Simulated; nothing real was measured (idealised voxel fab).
process module | voxel gate over fins
cross-section cut | 255 nm wide | cells 5 nm
A cross-section is a grid of square cells, given in bands from the top down. A band is one or more rows of cells.
Each band's line starts with the height of the band's top and of its bottom, in nm. Then come its materials from left to right, each with its width in nm. One material with "throughout" fills the band from edge to edge. "air" is empty space.
Height 0 is the level under which the wafer as received is all one material. The lowest band goes on downwards, as in "0 down".
A width such as "30 to 40" changes by the same amount from each row of cells to the next, from the band's top row to its bottom row.
"no change" after a step means that no cell of the cross-section changed.
closed voids: empty space of 8 cells or more with no open way to the top, each as width x height at its distance from the left edge, in nm
after a step's settings: what the simulator itself notes on the step
overlay nm, on a step with a mask: how far to the right of its planned place the mask lay; to the left if negative
plan
1 op RECEIVE | material Si
2 op CONFORMAL_DEP | material SiN | thk nm 5
3 op MASKED_ETCH | tone cover | mask id FINS | width nm 15 | pitch nm 45 | etch materials SiN | depth nm 5 | overlay nm 0
4 op MASKED_ETCH | tone cover | mask id FINS | width nm 15 | pitch nm 45 | etch materials Si | depth nm 30 | overlay nm 0
5 op OXIDIZE | depth nm 5
6 op FILL_DEP | material SiO2 | thk nm 5
7 op CMP | height nm 5
8 op SELECTIVE_ETCH | etch materials SiO2 | depth nm 15
9 op STRIP | etch materials SiN
10 op CONFORMAL_DEP | material HfO2 | thk nm 5
11 op CONFORMAL_DEP | material TiN | thk nm 5
12 op FILL_DEP | material W | thk nm 15
13 op CMP | height nm 20
14 op CONFORMAL_DEP | material SiN | thk nm 5
as received, after step 1
  0 down: Si throughout
  closed voids: none
a wafer at the end: this start, this plan, one mistake
  25 to 20: SiN throughout
  20 to 10: W throughout
  10 to 5: W 45 | TiN 25 | W 20 | TiN 25 | W 20 | TiN 25 | W 20 | TiN 25 | W 50
  5 to 0: W 45 | TiN 5 | HfO2 15 | TiN 5 | W 20 | TiN 5 | HfO2 15 | TiN 5 | W 20 | TiN 5 | HfO2 15 | TiN 5 | W 20 | TiN 5 | HfO2 15 | TiN 5 | W 50
  0 to -10: W 45 | TiN 5 | HfO2 5 | Si 5 | HfO2 5 | TiN 5 | W 20 | TiN 5 | HfO2 5 | Si 5 | HfO2 5 | TiN 5 | W 20 | TiN 5 | HfO2 5 | Si 5 | HfO2 5 | TiN 5 | W 20 | TiN 5 | HfO2 5 | Si 5 | HfO2 5 | TiN 5 | W 50
  -10 to -15: TiN 50 | HfO2 5 | Si 5 | HfO2 5 | TiN 30 | HfO2 5 | Si 5 | HfO2 5 | TiN 30 | HfO2 5 | Si 5 | HfO2 5 | TiN 30 | HfO2 5 | Si 5 | HfO2 5 | TiN 55
  -15 to -20: HfO2 55 | Si 5 | HfO2 40 | Si 5 | HfO2 40 | Si 5 | HfO2 40 | Si 5 | HfO2 60
  -20 to -35: SiO2 55 | Si 5 | SiO2 40 | Si 5 | SiO2 40 | Si 5 | SiO2 40 | Si 5 | SiO2 60
  -35 down: Si throughout
  closed voids: none
what went wrong: step 8 ran as: op SELECTIVE_ETCH | etch materials SiO2 | depth nm 25
